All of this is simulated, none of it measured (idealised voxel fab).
Process module heading - voxel transistor to metal
FYI the section here is cut, 175 nm wide, cells are 5 nm squares.
A cross-section is a grid of square cells, given in bands from the top down. A band is one or more rows of cells.
In this notation a band is specified by the heights of its top and bottom, in that order and in nm, after which its materials appear from left to right, each paired with its width in nm. The word "edge to edge" attached to a single material means that material fills the band from edge to edge; the word "air" stands for empty space.
Below 0: as-received wafer, all one material; heights counted from there. Lowest band: no bottom, goes on down, written "from 0 down".
The expression "30->40" gives the width at the extremes of the band, the first number at its top row of cells and the second at its bottom row, with the width changing by equal amounts from each row to the next in between.
Key: "same as before" - step with no changed cell in the cross-section.
If an empty space has no open way to the top and is at least 8 cells in size, "Closed internal voids" lists it, written width x height at distance, where distance is measured from the left edge and every value is in nm.
Anything after a step's settings on that line? It's the simulator's own note about the step.
A step line may carry the setting "overlay nm", which, for steps involving a mask, states the distance by which the mask lay to the right of its intended position; negative values denote displacement to the left.
**So here's the lineup of process steps we planned**
| 1 | RECEIVE,material Si |
| 2 | OXIDIZE,depth nm 5 |
| 3 | CONFORMAL_DEP,material SiN,thk nm 15 |
| 4 | DIRECTIONAL_DEP,material aC,thk nm 10 |
| 5 | PATTERN,tone cover,mask id ACTIVE,material resist,width nm 95,thk nm 30,overlay nm 0 |
| 6 | DIRECTIONAL_ETCH,etch materials aC,depth nm 10 |
| 7 | STRIP,etch materials resist |
| 8 | DIRECTIONAL_ETCH,etch materials SiN,depth nm 15 |
| 9 | DIRECTIONAL_ETCH,etch materials SiO2,depth nm 5 |
| 10 | DIRECTIONAL_ETCH,etch materials Si,depth nm 35 |
| 11 | STRIP,etch materials aC |
| 12 | OXIDIZE,depth nm 5 |
| 13 | FILL_DEP,material SiO2,thk nm 5 |
| 14 | CMP,height nm 15 |
| 15 | SELECTIVE_ETCH,etch materials SiO2,depth nm 5 |
| 16 | STRIP,etch materials SiN |
| 17 | SELECTIVE_ETCH,etch materials SiO2,depth nm 5 |
| 18 | OXIDIZE,depth nm 5 |
| 19 | DIRECTIONAL_DEP,material polySi,thk nm 25 |
| 20 | DIRECTIONAL_DEP,material SiCN,thk nm 10 |
| 21 | PATTERN,tone cover,mask id GATE,material resist,width nm 15,thk nm 20,overlay nm 0 |
| 22 | DIRECTIONAL_ETCH,etch materials SiCN,depth nm 20 |
| 23 | DIRECTIONAL_ETCH,etch materials polySi,depth nm 35 |
| 24 | STRIP,etch materials resist |
| 25 | CONFORMAL_DEP,material SiO2,thk nm 5 |
| 26 | DIRECTIONAL_ETCH,etch materials SiO2,depth nm 5 |
| 27 | CONFORMAL_DEP,material SiN,thk nm 5 |
| 28 | DIRECTIONAL_ETCH,etch materials SiN,depth nm 5 |
| 29 | DIRECTIONAL_ETCH,etch materials SiO2,depth nm 5 |
| 30 | DIRECTIONAL_ETCH,etch materials Si,depth nm 5 |
| 31 | EPI,material pSi,thk nm 5 |
| 32 | FILL_DEP,material SiO2,thk nm 5 |
| 33 | CMP,height nm 30 |
| 34 | DIRECTIONAL_DEP,material SiO2,thk nm 15 |
| 35 | DIRECTIONAL_DEP,material aC,thk nm 10 |
| 36 | PATTERN,tone open,mask id CONTACT,material resist,width nm 30,pitch nm 55,thk nm 30,overlay nm 0 |
| 37 | DIRECTIONAL_ETCH,etch materials aC,depth nm 10 |
| 38 | STRIP,etch materials resist |
| 39 | DIRECTIONAL_ETCH,etch materials SiO2,depth nm 55 |
| 40 | STRIP,etch materials aC |
| 41 | CONFORMAL_DEP,material TiN,thk nm 5 |
| 42 | FILL_DEP,material W,thk nm 5 |
| 43 | CMP,height nm 45 |
| 44 | CONFORMAL_DEP,material SiN,thk nm 5 |
| 45 | DIRECTIONAL_DEP,material SiO2,thk nm 15 |
| 46 | PATTERN,tone open,mask id METAL_1,material resist,width nm 20,pitch nm 65,thk nm 20,overlay nm 0 |
| 47 | DIRECTIONAL_ETCH,etch materials SiO2,depth nm 15 |
| 48 | DIRECTIONAL_ETCH,etch materials SiN,depth nm 5 |
| 49 | STRIP,etch materials resist |
| 50 | CONFORMAL_DEP,material TiN,thk nm 5 |
| 51 | FILL_DEP,material Ru,thk nm 5 |
| 52 | CMP,height nm 65 |
| 53 | EPI,material Ru,thk nm 5 |
| 54 | FILL_DEP,material SiCN,thk nm 5 |
For clarity, it should be stated that the wafers under discussion commence in an identical condition and differ with respect to the width nm of step 5, the plan indicating the value that the first wafer had.
**The as-received cross-section of the first of several wafers corresponds to the state after step 1**
* from 0 down = Si edge to edge
* Closed internal voids: none
**Take a look at the first of several wafers in cross-section: the module is done, and step 54 was its last step**
* from 75 to 70 = SiCN edge to edge
* from 70 to 65 = 40 nm SiCN | 30 nm Ru | 35 nm SiCN | 30 nm Ru | 40 nm SiCN
* from 65 to 50 = 45 nm SiO2 | 5 nm TiN | 10 nm Ru | 5 nm TiN | 45 nm SiO2 | 5 nm TiN | 10 nm Ru | 5 nm TiN | 45 nm SiO2
* from 50 to 45 = 45 nm SiN | 20 nm TiN | 45 nm SiN | 20 nm TiN | 45 nm SiN
* from 45 to 35 = 45 nm SiO2 | 5 nm TiN | 20 nm W | 5 nm TiN | 25 nm SiO2 | 5 nm TiN | 20 nm W | 5 nm TiN | 45 nm SiO2
* from 35 to 30 = 45 nm SiO2 | 5 nm TiN | 15 nm W | 10 nm TiN | 25 nm SiO2 | 10 nm TiN | 15 nm W | 5 nm TiN | 45 nm SiO2
* from 30 to 20 = 45 nm SiO2 | 5 nm TiN | 15 nm W | 5 nm TiN | 5 nm SiN | 5 nm SiO2 | 15 nm SiCN | 5 nm SiO2 | 5 nm SiN | 5 nm TiN | 15 nm W | 5 nm TiN | 45 nm SiO2
* from 20 to 5 = 45 nm SiO2 | 5 nm TiN | 15 nm W | 5 nm TiN | 5 nm SiN | 5 nm SiO2 | 15 nm polySi | 5 nm SiO2 | 5 nm SiN | 5 nm TiN | 15 nm W | 5 nm TiN | 45 nm SiO2
* from 5 to -5 = 40 nm SiO2 | 5 nm SiN | 5 nm TiN | 15->10 nm W | 5->10 nm TiN | 5 nm SiN | 5 nm SiO2 | 15 nm polySi | 5 nm SiO2 | 5 nm SiN | 5->10 nm TiN | 15->10 nm W | 5 nm TiN | 5 nm SiN | 40 nm SiO2
* from -5 to -10 = 45 nm SiO2 | 20 nm TiN | 5 nm pSi | 35 nm SiO2 | 5 nm pSi | 20 nm TiN | 45 nm SiO2
* from -10 to -15 = 45 nm SiO2 | 25 nm pSi | 35 nm Si | 25 nm pSi | 45 nm SiO2
* from -15 to -45 = 45 nm SiO2 | 85 nm Si | 45 nm SiO2
* from -45 down = Si edge to edge
* Closed internal voids: none
**Cross-sectional view, end of module, last wafer of several**
* from 75 to 70 = SiCN edge to edge
* from 70 to 65 = 40 nm SiCN | 30 nm Ru | 35 nm SiCN | 30 nm Ru | 40 nm SiCN
* from 65 to 50 = 45 nm SiO2 | 5 nm TiN | 10 nm Ru | 5 nm TiN | 45 nm SiO2 | 5 nm TiN | 10 nm Ru | 5 nm TiN | 45 nm SiO2
* from 50 to 45 = 45 nm SiN | 20 nm TiN | 45 nm SiN | 20 nm TiN | 45 nm SiN
* from 45 to 35 = 45 nm SiO2 | 5 nm TiN | 20 nm W | 5 nm TiN | 25 nm SiO2 | 5 nm TiN | 20 nm W | 5 nm TiN | 45 nm SiO2
* from 35 to 30 = 45 nm SiO2 | 5 nm TiN | 15 nm W | 10 nm TiN | 25 nm SiO2 | 10 nm TiN | 15 nm W | 5 nm TiN | 45 nm SiO2
* from 30 to 20 = 45 nm SiO2 | 5 nm TiN | 15 nm W | 5 nm TiN | 5 nm SiN | 5 nm SiO2 | 15 nm SiCN | 5 nm SiO2 | 5 nm SiN | 5 nm TiN | 15 nm W | 5 nm TiN | 45 nm SiO2
* from 20 to 5 = 45 nm SiO2 | 5 nm TiN | 15 nm W | 5 nm TiN | 5 nm SiN | 5 nm SiO2 | 15 nm polySi | 5 nm SiO2 | 5 nm SiN | 5 nm TiN | 15 nm W | 5 nm TiN | 45 nm SiO2
* from 5 to -5 = 30 nm SiO2 | 5 nm SiN | 10 nm SiO2 | 5 nm TiN | 15->10 nm W | 5->10 nm TiN | 5 nm SiN | 5 nm SiO2 | 15 nm polySi | 5 nm SiO2 | 5 nm SiN | 5->10 nm TiN | 15->10 nm W | 5 nm TiN | 15 nm SiO2 | 5 nm SiN | 25 nm SiO2
* from -5 to -10 = 45 nm SiO2 | 20 nm TiN | 5 nm pSi | 35 nm SiO2 | 5 nm pSi | 20 nm TiN | 45 nm SiO2
* from -10 to -15 = 35 nm SiO2 | 35 nm pSi | 35 nm Si | 40 nm pSi | 30 nm SiO2
* from -15 to -45 = 35 nm SiO2 | 110 nm Si | 30 nm SiO2
* from -45 down = Si edge to edge
* Closed internal voids: none
**Wafer rows, end of module: cells per material gained (+) or lost (-) since receipt; closed voids last**
width nm 95 | +24 Ru | -206 Si | +64 SiCN | +45 SiN | +437 SiO2 | +72 TiN | +62 W | +12 pSi | +15 polySi | Closed internal voids: none
width nm 100 | +24 Ru | -200 Si | +64 SiCN | +45 SiN | +430 SiO2 | +72 TiN | +62 W | +13 pSi | +15 polySi | Closed internal voids: none
width nm 105 | +24 Ru | -194 Si | +64 SiCN | +45 SiN | +423 SiO2 | +72 TiN | +62 W | +14 pSi | +15 polySi | Closed internal voids: none
width nm 110 | +24 Ru | -188 Si | +64 SiCN | +45 SiN | +416 SiO2 | +72 TiN | +62 W | +15 pSi | +15 polySi | Closed internal voids: none
width nm 115 | +24 Ru | -182 Si | +64 SiCN | +45 SiN | +409 SiO2 | +72 TiN | +62 W | +16 pSi | +15 polySi | Closed internal voids: none
width nm 120 | +24 Ru | -176 Si | +64 SiCN | +45 SiN | +402 SiO2 | +72 TiN | +62 W | +17 pSi | +15 polySi | Closed internal voids: none
